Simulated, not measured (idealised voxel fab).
process module | voxel plated lines
cross-section cut | 260 nm wide | cells 5 nm
A cross-section is a grid of square cells, given in bands from the top down. A band is one or more rows of cells.
Each band's line starts with the height of the band's top and of its bottom, in nm. Then come its materials from left to right, each with its width in nm. One material with "throughout" fills the band from edge to edge. "air" is empty space.
Height 0 is the level under which the wafer as received is all one material. The lowest band goes on downwards, as in "0 down".
A width such as "30 to 40" changes by the same amount from each row of cells to the next, from the band's top row to its bottom row.
"no change" after a step means that no cell of the cross-section changed.
closed voids: empty space of 8 cells or more with no open way to the top, each as width x height at its distance from the left edge, in nm
after a step's settings: what the simulator itself notes on the step
overlay nm, on a step with a mask: how far to the right of its planned place the mask lay; to the left if negative
Each pair below shows a cross-section before one step and the cross-section after it, down to the lowest band that changed. The line under each pair gives the step between them, with its settings. The pairs can come from different runs of this module on the same starting wafer, so a pair continues from the pair above only where its "before" says so.
before
  0 down: Si throughout
  closed voids: none
after
  15 to 0: SiO2 throughout
  below 0: unchanged
  closed voids: none
the step between: op CONFORMAL_DEP | material SiO2 | thk nm 15
before: the cross-section after the pair above
after
  20 to 15: TiN throughout
  below 15: unchanged
  closed voids: none
the step between: op DIRECTIONAL_DEP | material TiN | thk nm 5
before: the cross-section after the pair above
after
  60 to 20: resist 65 | air 20 | resist 15 | air 20 | resist 15 | air 20 | resist 15 | air 20 | resist 70
  below 20: unchanged
  closed voids: none
the step between: op PATTERN | tone open | mask id LINES | material resist | width nm 20 | pitch nm 35 | thk nm 40 | overlay nm 0
before: the cross-section after the pair above
after
  60 to 30: resist 65 | air 20 | resist 15 | air 20 | resist 15 | air 20 | resist 15 | air 20 | resist 70
  30 to 20: resist 65 | Ru 20 | resist 15 | Ru 20 | resist 15 | Ru 20 | resist 15 | Ru 20 | resist 70
  below 20: unchanged
  closed voids: none
the step between: op EPI | material Ru | thk nm 10
before: the cross-section after the pair above
after
  60 to 35: resist 65 | air 20 | resist 15 | air 20 | resist 15 | air 20 | resist 15 | air 20 | resist 70
  35 to 20: resist 65 | Ru 20 | resist 15 | Ru 20 | resist 15 | Ru 20 | resist 15 | Ru 20 | resist 70
  below 20: unchanged
  closed voids: none
the step between: op EPI | material Ru | thk nm 5
before: the cross-section after the pair above
after
  60 to 45: resist 65 | air 20 | resist 15 | air 20 | resist 15 | air 20 | resist 15 | air 20 | resist 70
  45 to 20: resist 65 | Ru 20 | resist 15 | Ru 20 | resist 15 | Ru 20 | resist 15 | Ru 20 | resist 70
  below 20: unchanged
  closed voids: none
the step between: op EPI | material Ru | thk nm 10
before: the cross-section after the pair above
after
  45 to 20: air 65 | Ru 20 | air 15 | Ru 20 | air 15 | Ru 20 | air 15 | Ru 20 | air 70
  below 20: unchanged
  closed voids: none
the step between: op STRIP | etch materials resist
before: the cross-section after the pair above
after
  45 to 20: air 65 | Ru 20 | air 15 | Ru 20 | air 15 | Ru 20 | air 15 | Ru 20 | air 70
  20 to 15: air 65 | TiN 20 | air 15 | TiN 20 | air 15 | TiN 20 | air 15 | TiN 20 | air 70
  below 15: unchanged
  closed voids: none
the step between: op DIRECTIONAL_ETCH | etch materials TiN | depth nm 5
before: the cross-section after the pair above
after
  55 to 45: air 55 | SiN 145 | air 60
  45 to 25: air 55 | SiN 10 | Ru 20 | SiN 15 | Ru 20 | SiN 15 | Ru 20 | SiN 15 | Ru 20 | SiN 10 | air 60
  25 to 20: SiN 65 | Ru 20 | SiN 15 | Ru 20 | SiN 15 | Ru 20 | SiN 15 | Ru 20 | SiN 70
  20 to 15: SiN 65 | TiN 20 | SiN 15 | TiN 20 | SiN 15 | TiN 20 | SiN 15 | TiN 20 | SiN 70
  below 15: unchanged
  closed voids: none
the step between: op CONFORMAL_DEP | material SiN | thk nm 10
before
  15 to 0: SiO2 throughout
  0 down: Si throughout
  closed voids: none
after
  30 to 0: SiO2 throughout
  below 0: unchanged
  closed voids: none
the step between: op CONFORMAL_DEP | material SiO2 | thk nm 15
before: the cross-section after the pair above
after
  35 to 30: TiN throughout
  below 30: unchanged
  closed voids: none
the step between: op DIRECTIONAL_DEP | material TiN | thk nm 5
before: the cross-section after the pair above
after
  75 to 35: resist 65 | air 20 | resist 15 | air 20 | resist 15 | air 20 | resist 15 | air 20 | resist 70
  below 35: unchanged
  closed voids: none
the step between: op PATTERN | tone open | mask id LINES | material resist | width nm 20 | pitch nm 35 | thk nm 40 | overlay nm 0
before: the cross-section after the pair above
after
  75 to 45: resist 65 | air 20 | resist 15 | air 20 | resist 15 | air 20 | resist 15 | air 20 | resist 70
  45 to 35: resist 65 | Ru 20 | resist 15 | Ru 20 | resist 15 | Ru 20 | resist 15 | Ru 20 | resist 70
  below 35: unchanged
  closed voids: none
the step between: op EPI | material Ru | thk nm 10
before: the cross-section after the pair above
after
  75 to 50: resist 65 | air 20 | resist 15 | air 20 | resist 15 | air 20 | resist 15 | air 20 | resist 70
  50 to 35: resist 65 | Ru 20 | resist 15 | Ru 20 | resist 15 | Ru 20 | resist 15 | Ru 20 | resist 70
  below 35: unchanged
  closed voids: none
the step between: op EPI | material Ru | thk nm 5
before: the cross-section after the pair above
after
  75 to 60: resist 65 | air 20 | resist 15 | air 20 | resist 15 | air 20 | resist 15 | air 20 | resist 70
  60 to 35: resist 65 | Ru 20 | resist 15 | Ru 20 | resist 15 | Ru 20 | resist 15 | Ru 20 | resist 70
  below 35: unchanged
  closed voids: none
the step between: op EPI | material Ru | thk nm 10
before: the cross-section after the pair above
after
  60 to 35: air 65 | Ru 20 | air 15 | Ru 20 | air 15 | Ru 20 | air 15 | Ru 20 | air 70
  below 35: unchanged
  closed voids: none
the step between: op STRIP | etch materials resist
before: the cross-section after the pair above
after
  60 to 35: air 65 | Ru 20 | air 15 | Ru 20 | air 15 | Ru 20 | air 15 | Ru 20 | air 70
  35 to 30: air 65 | TiN 20 | air 15 | TiN 20 | air 15 | TiN 20 | air 15 | TiN 20 | air 70
  below 30: unchanged
  closed voids: none
the step between: op DIRECTIONAL_ETCH | etch materials TiN | depth nm 5
before: the cross-section after the pair above
after
  70 to 60: air 55 | SiN 145 | air 60
  60 to 40: air 55 | SiN 10 | Ru 20 | SiN 15 | Ru 20 | SiN 15 | Ru 20 | SiN 15 | Ru 20 | SiN 10 | air 60
  40 to 35: SiN 65 | Ru 20 | SiN 15 | Ru 20 | SiN 15 | Ru 20 | SiN 15 | Ru 20 | SiN 70
  35 to 30: SiN 65 | TiN 20 | SiN 15 | TiN 20 | SiN 15 | TiN 20 | SiN 15 | TiN 20 | SiN 70
  below 30: unchanged
  closed voids: none
the step between: op CONFORMAL_DEP | material SiN | thk nm 10
before
  20 to 15: TiN throughout
  15 to 0: SiO2 throughout
  0 down: Si throughout
  closed voids: none
after
  30 to 20: Ru throughout
  below 20: unchanged
  closed voids: none
the step between: op EPI | material Ru | thk nm 10
before: the cross-section after the pair above
after
  70 to 30: resist 65 | air 20 | resist 15 | air 20 | resist 15 | air 20 | resist 15 | air 20 | resist 70
  below 30: unchanged
  closed voids: none
the step between: op PATTERN | tone open | mask id LINES | material resist | width nm 20 | pitch nm 35 | thk nm 40 | overlay nm 0
before: the cross-section after the pair above
after
  70 to 35: resist 65 | air 20 | resist 15 | air 20 | resist 15 | air 20 | resist 15 | air 20 | resist 70
  35 to 30: resist 65 | Ru 20 | resist 15 | Ru 20 | resist 15 | Ru 20 | resist 15 | Ru 20 | resist 70
  below 30: unchanged
  closed voids: none
the step between: op EPI | material Ru | thk nm 5
before: the cross-section after the pair above
after
  70 to 45: resist 65 | air 20 | resist 15 | air 20 | resist 15 | air 20 | resist 15 | air 20 | resist 70
  45 to 30: resist 65 | Ru 20 | resist 15 | Ru 20 | resist 15 | Ru 20 | resist 15 | Ru 20 | resist 70
  below 30: unchanged
  closed voids: none
the step between: op EPI | material Ru | thk nm 10
before: the cross-section after the pair above
after
  45 to 30: air 65 | Ru 20 | air 15 | Ru 20 | air 15 | Ru 20 | air 15 | Ru 20 | air 70
  below 30: unchanged
  closed voids: none
the step between: op STRIP | etch materials resist
before: the cross-section after the pair above
after
  55 to 45: air 55 | SiN 145 | air 60
  45 to 40: air 55 | SiN 10 | Ru 20 | SiN 15 | Ru 20 | SiN 15 | Ru 20 | SiN 15 | Ru 20 | SiN 10 | air 60
  40 to 30: SiN 65 | Ru 20 | SiN 15 | Ru 20 | SiN 15 | Ru 20 | SiN 15 | Ru 20 | SiN 70
  below 30: unchanged
  closed voids: none
the step between: op CONFORMAL_DEP | material SiN | thk nm 10
before
  0 down: Si throughout
  closed voids: none
after
  5 to 0: SiO2 throughout
  below 0: unchanged
  closed voids: none
the step between: op CONFORMAL_DEP | material SiO2 | thk nm 5
before: the cross-section after the pair above
after
  10 to 5: TiN throughout
  below 5: unchanged
  closed voids: none
the step between: op DIRECTIONAL_DEP | material TiN | thk nm 5
before: the cross-section after the pair above
after
  50 to 10: resist 65 | air 20 | resist 15 | air 20 | resist 15 | air 20 | resist 15 | air 20 | resist 70
  below 10: unchanged
  closed voids: none
the step between: op PATTERN | tone open | mask id LINES | material resist | width nm 20 | pitch nm 35 | thk nm 40 | overlay nm 0
before: the cross-section after the pair above
after
  50 to 20: resist 65 | air 20 | resist 15 | air 20 | resist 15 | air 20 | resist 15 | air 20 | resist 70
  20 to 10: resist 65 | Ru 20 | resist 15 | Ru 20 | resist 15 | Ru 20 | resist 15 | Ru 20 | resist 70
  below 10: unchanged
  closed voids: none
the step between: op EPI | material Ru | thk nm 10
before: the cross-section after the pair above
after
  50 to 25: resist 65 | air 20 | resist 15 | air 20 | resist 15 | air 20 | resist 15 | air 20 | resist 70
  25 to 10: resist 65 | Ru 20 | resist 15 | Ru 20 | resist 15 | Ru 20 | resist 15 | Ru 20 | resist 70
  below 10: unchanged
  closed voids: none
the step between: op EPI | material Ru | thk nm 5
before: the cross-section after the pair above
after
  50 to 35: resist 65 | air 20 | resist 15 | air 20 | resist 15 | air 20 | resist 15 | air 20 | resist 70
  35 to 10: resist 65 | Ru 20 | resist 15 | Ru 20 | resist 15 | Ru 20 | resist 15 | Ru 20 | resist 70
  below 10: unchanged
  closed voids: none
the step between: op EPI | material Ru | thk nm 10
before: the cross-section after the pair above
after
  35 to 10: air 65 | Ru 20 | air 15 | Ru 20 | air 15 | Ru 20 | air 15 | Ru 20 | air 70
  below 10: unchanged
  closed voids: none
the step between: op STRIP | etch materials resist
before: the cross-section after the pair above
after
  35 to 10: air 65 | Ru 20 | air 15 | Ru 20 | air 15 | Ru 20 | air 15 | Ru 20 | air 70
  10 to 5: air 65 | TiN 20 | air 15 | TiN 20 | air 15 | TiN 20 | air 15 | TiN 20 | air 70
  below 5: unchanged
  closed voids: none
the step between: op DIRECTIONAL_ETCH | etch materials TiN | depth nm 5
before: the cross-section after the pair above
after
  45 to 35: air 55 | SiN 145 | air 60
  35 to 15: air 55 | SiN 10 | Ru 20 | SiN 15 | Ru 20 | SiN 15 | Ru 20 | SiN 15 | Ru 20 | SiN 10 | air 60
  15 to 10: SiN 65 | Ru 20 | SiN 15 | Ru 20 | SiN 15 | Ru 20 | SiN 15 | Ru 20 | SiN 70
  10 to 5: SiN 65 | TiN 20 | SiN 15 | TiN 20 | SiN 15 | TiN 20 | SiN 15 | TiN 20 | SiN 70
  below 5: unchanged
  closed voids: none
the step between: op CONFORMAL_DEP | material SiN | thk nm 10
before
  20 to 15: TiN throughout
  15 to 0: SiO2 throughout
  0 down: Si throughout
  closed voids: none
after
  60 to 20: resist 70 | air 15 | resist 20 | air 15 | resist 20 | air 15 | resist 20 | air 15 | resist 70
  below 20: unchanged
  closed voids: none
the step between: op PATTERN | tone open | mask id LINES | material resist | width nm 15 | pitch nm 35 | thk nm 40 | overlay nm 0
before: the cross-section after the pair above
after
  60 to 30: resist 70 | air 15 | resist 20 | air 15 | resist 20 | air 15 | resist 20 | air 15 | resist 70
  30 to 20: resist 70 | Ru 15 | resist 20 | Ru 15 | resist 20 | Ru 15 | resist 20 | Ru 15 | resist 70
  below 20: unchanged
  closed voids: none
the step between: op EPI | material Ru | thk nm 10
before: the cross-section after the pair above
after
  60 to 35: resist 70 | air 15 | resist 20 | air 15 | resist 20 | air 15 | resist 20 | air 15 | resist 70
  35 to 20: resist 70 | Ru 15 | resist 20 | Ru 15 | resist 20 | Ru 15 | resist 20 | Ru 15 | resist 70
  below 20: unchanged
  closed voids: none
the step between: op EPI | material Ru | thk nm 5
before: the cross-section after the pair above
after
  60 to 45: resist 70 | air 15 | resist 20 | air 15 | resist 20 | air 15 | resist 20 | air 15 | resist 70
  45 to 20: resist 70 | Ru 15 | resist 20 | Ru 15 | resist 20 | Ru 15 | resist 20 | Ru 15 | resist 70
  below 20: unchanged
  closed voids: none
the step between: op EPI | material Ru | thk nm 10
before: the cross-section after the pair above
after
  45 to 20: air 70 | Ru 15 | air 20 | Ru 15 | air 20 | Ru 15 | air 20 | Ru 15 | air 70
  below 20: unchanged
  closed voids: none
the step between: op STRIP | etch materials resist
before: the cross-section after the pair above
after
  45 to 20: air 70 | Ru 15 | air 20 | Ru 15 | air 20 | Ru 15 | air 20 | Ru 15 | air 70
  20 to 15: air 70 | TiN 15 | air 20 | TiN 15 | air 20 | TiN 15 | air 20 | TiN 15 | air 70
  below 15: unchanged
  closed voids: none
the step between: op DIRECTIONAL_ETCH | etch materials TiN | depth nm 5
before: the cross-section after the pair above
after
  55 to 45: air 60 | SiN 140 | air 60
  45 to 25: air 60 | SiN 10 | Ru 15 | SiN 20 | Ru 15 | SiN 20 | Ru 15 | SiN 20 | Ru 15 | SiN 10 | air 60
  25 to 20: SiN 70 | Ru 15 | SiN 20 | Ru 15 | SiN 20 | Ru 15 | SiN 20 | Ru 15 | SiN 70
  20 to 15: SiN 70 | TiN 15 | SiN 20 | TiN 15 | SiN 20 | TiN 15 | SiN 20 | TiN 15 | SiN 70
  below 15: unchanged
  closed voids: none
the step between: op CONFORMAL_DEP | material SiN | thk nm 10
before
  20 to 15: TiN throughout
  15 to 0: SiO2 throughout
  0 down: Si throughout
  closed voids: none
after
  60 to 20: resist 75 | air 20 | resist 15 | air 20 | resist 15 | air 20 | resist 15 | air 20 | resist 60
  below 20: unchanged
  closed voids: none
the step between: op PATTERN | tone open | mask id LINES | material resist | width nm 20 | pitch nm 35 | thk nm 40 | overlay nm 10
before: the cross-section after the pair above
after
  60 to 30: resist 75 | air 20 | resist 15 | air 20 | resist 15 | air 20 | resist 15 | air 20 | resist 60
  30 to 20: resist 75 | Ru 20 | resist 15 | Ru 20 | resist 15 | Ru 20 | resist 15 | Ru 20 | resist 60
  below 20: unchanged
  closed voids: none
the step between: op EPI | material Ru | thk nm 10
before: the cross-section after the pair above
after
  60 to 35: resist 75 | air 20 | resist 15 | air 20 | resist 15 | air 20 | resist 15 | air 20 | resist 60
  35 to 20: resist 75 | Ru 20 | resist 15 | Ru 20 | resist 15 | Ru 20 | resist 15 | Ru 20 | resist 60
  below 20: unchanged
  closed voids: none
the step between: op EPI | material Ru | thk nm 5
before: the cross-section after the pair above
after
  60 to 45: resist 75 | air 20 | resist 15 | air 20 | resist 15 | air 20 | resist 15 | air 20 | resist 60
  45 to 20: resist 75 | Ru 20 | resist 15 | Ru 20 | resist 15 | Ru 20 | resist 15 | Ru 20 | resist 60
  below 20: unchanged
  closed voids: none
the step between: op EPI | material Ru | thk nm 10
before: the cross-section after the pair above
after
  45 to 20: air 75 | Ru 20 | air 15 | Ru 20 | air 15 | Ru 20 | air 15 | Ru 20 | air 60
  below 20: unchanged
  closed voids: none
the step between: op STRIP | etch materials resist
before: the cross-section after the pair above
after
  45 to 20: air 75 | Ru 20 | air 15 | Ru 20 | air 15 | Ru 20 | air 15 | Ru 20 | air 60
  20 to 15: air 75 | TiN 20 | air 15 | TiN 20 | air 15 | TiN 20 | air 15 | TiN 20 | air 60
  below 15: unchanged
  closed voids: none
the step between: op DIRECTIONAL_ETCH | etch materials TiN | depth nm 5
before: the cross-section after the pair above
after
  55 to 45: air 65 | SiN 145 | air 50
  45 to 25: air 65 | SiN 10 | Ru 20 | SiN 15 | Ru 20 | SiN 15 | Ru 20 | SiN 15 | Ru 20 | SiN 10 | air 50
  25 to 20: SiN 75 | Ru 20 | SiN 15 | Ru 20 | SiN 15 | Ru 20 | SiN 15 | Ru 20 | SiN 60
  20 to 15: SiN 75 | TiN 20 | SiN 15 | TiN 20 | SiN 15 | TiN 20 | SiN 15 | TiN 20 | SiN 60
  below 15: unchanged
  closed voids: none
the step between: op CONFORMAL_DEP | material SiN | thk nm 10
before
  0 down: Si throughout
  closed voids: none
after
  15 to 0: SiN throughout
  below 0: unchanged
  closed voids: none
the step between: op CONFORMAL_DEP | material SiN | thk nm 15
before: the cross-section after the pair above
after
  20 to 15: TiN throughout
  below 15: unchanged
  closed voids: none
the step between: op DIRECTIONAL_DEP | material TiN | thk nm 5
before: the cross-section after the pair above
after
  60 to 20: resist 65 | air 20 | resist 15 | air 20 | resist 15 | air 20 | resist 15 | air 20 | resist 70
  below 20: unchanged
  closed voids: none
the step between: op PATTERN | tone open | mask id LINES | material resist | width nm 20 | pitch nm 35 | thk nm 40 | overlay nm 0
before: the cross-section after the pair above
after
  60 to 30: resist 65 | air 20 | resist 15 | air 20 | resist 15 | air 20 | resist 15 | air 20 | resist 70
  30 to 20: resist 65 | Ru 20 | resist 15 | Ru 20 | resist 15 | Ru 20 | resist 15 | Ru 20 | resist 70
  below 20: unchanged
  closed voids: none
the step between: op EPI | material Ru | thk nm 10
before: the cross-section after the pair above
after
  60 to 35: resist 65 | air 20 | resist 15 | air 20 | resist 15 | air 20 | resist 15 | air 20 | resist 70
  35 to 20: resist 65 | Ru 20 | resist 15 | Ru 20 | resist 15 | Ru 20 | resist 15 | Ru 20 | resist 70
  below 20: unchanged
  closed voids: none
the step between: op EPI | material Ru | thk nm 5
before: the cross-section after the pair above
after
  60 to 45: resist 65 | air 20 | resist 15 | air 20 | resist 15 | air 20 | resist 15 | air 20 | resist 70
  45 to 20: resist 65 | Ru 20 | resist 15 | Ru 20 | resist 15 | Ru 20 | resist 15 | Ru 20 | resist 70
  below 20: unchanged
  closed voids: none
the step between: op EPI | material Ru | thk nm 10
before: the cross-section after the pair above
after
  45 to 20: air 65 | Ru 20 | air 15 | Ru 20 | air 15 | Ru 20 | air 15 | Ru 20 | air 70
  below 20: unchanged
  closed voids: none
the step between: op STRIP | etch materials resist
before: the cross-section after the pair above
after
  45 to 20: air 65 | Ru 20 | air 15 | Ru 20 | air 15 | Ru 20 | air 15 | Ru 20 | air 70
  20 to 15: air 65 | TiN 20 | air 15 | TiN 20 | air 15 | TiN 20 | air 15 | TiN 20 | air 70
  below 15: unchanged
  closed voids: none
the step between: op DIRECTIONAL_ETCH | etch materials TiN | depth nm 5
before: the cross-section after the pair above
after
  55 to 45: air 55 | SiN 145 | air 60
  45 to 25: air 55 | SiN 10 | Ru 20 | SiN 15 | Ru 20 | SiN 15 | Ru 20 | SiN 15 | Ru 20 | SiN 10 | air 60
  25 to 20: SiN 65 | Ru 20 | SiN 15 | Ru 20 | SiN 15 | Ru 20 | SiN 15 | Ru 20 | SiN 70
  20 to 15: SiN 65 | TiN 20 | SiN 15 | TiN 20 | SiN 15 | TiN 20 | SiN 15 | TiN 20 | SiN 70
  below 15: unchanged
  closed voids: none
the step between: op CONFORMAL_DEP | material SiN | thk nm 10
before
  20 to 15: TiN throughout
  15 to 0: SiO2 throughout
  0 down: Si throughout
  closed voids: none
after
  60 to 20: air 65 | resist 20 | air 15 | resist 20 | air 15 | resist 20 | air 15 | resist 20 | air 70
  below 20: unchanged
  closed voids: none
the step between: op PATTERN | tone cover | mask id LINES | material resist | width nm 20 | pitch nm 35 | thk nm 40 | overlay nm 0
before: the cross-section after the pair above
after
  60 to 30: air 65 | resist 20 | air 15 | resist 20 | air 15 | resist 20 | air 15 | resist 20 | air 70
  30 to 20: Ru 65 | resist 20 | Ru 15 | resist 20 | Ru 15 | resist 20 | Ru 15 | resist 20 | Ru 70
  below 20: unchanged
  closed voids: none
the step between: op EPI | material Ru | thk nm 10
before: the cross-section after the pair above
after
  60 to 35: air 65 | resist 20 | air 15 | resist 20 | air 15 | resist 20 | air 15 | resist 20 | air 70
  35 to 20: Ru 65 | resist 20 | Ru 15 | resist 20 | Ru 15 | resist 20 | Ru 15 | resist 20 | Ru 70
  below 20: unchanged
  closed voids: none
the step between: op EPI | material Ru | thk nm 5
before: the cross-section after the pair above
after
  60 to 45: air 65 | resist 20 | air 15 | resist 20 | air 15 | resist 20 | air 15 | resist 20 | air 70
  45 to 20: Ru 65 | resist 20 | Ru 15 | resist 20 | Ru 15 | resist 20 | Ru 15 | resist 20 | Ru 70
  below 20: unchanged
  closed voids: none
the step between: op EPI | material Ru | thk nm 10
before: the cross-section after the pair above
after
  45 to 20: Ru 65 | air 20 | Ru 15 | air 20 | Ru 15 | air 20 | Ru 15 | air 20 | Ru 70
  below 20: unchanged
  closed voids: none
the step between: op STRIP | etch materials resist
before: the cross-section after the pair above
after
  45 to 20: Ru 65 | air 20 | Ru 15 | air 20 | Ru 15 | air 20 | Ru 15 | air 20 | Ru 70
  20 to 15: TiN 65 | air 20 | TiN 15 | air 20 | TiN 15 | air 20 | TiN 15 | air 20 | TiN 70
  below 15: unchanged
  closed voids: none
the step between: op DIRECTIONAL_ETCH | etch materials TiN | depth nm 5
before: the cross-section after the pair above
after
  55 to 45: SiN throughout
  45 to 20: Ru 65 | SiN 20 | Ru 15 | SiN 20 | Ru 15 | SiN 20 | Ru 15 | SiN 20 | Ru 70
  20 to 15: TiN 65 | SiN 20 | TiN 15 | SiN 20 | TiN 15 | SiN 20 | TiN 15 | SiN 20 | TiN 70
  below 15: unchanged
  closed voids: none
the step between: op CONFORMAL_DEP | material SiN | thk nm 10
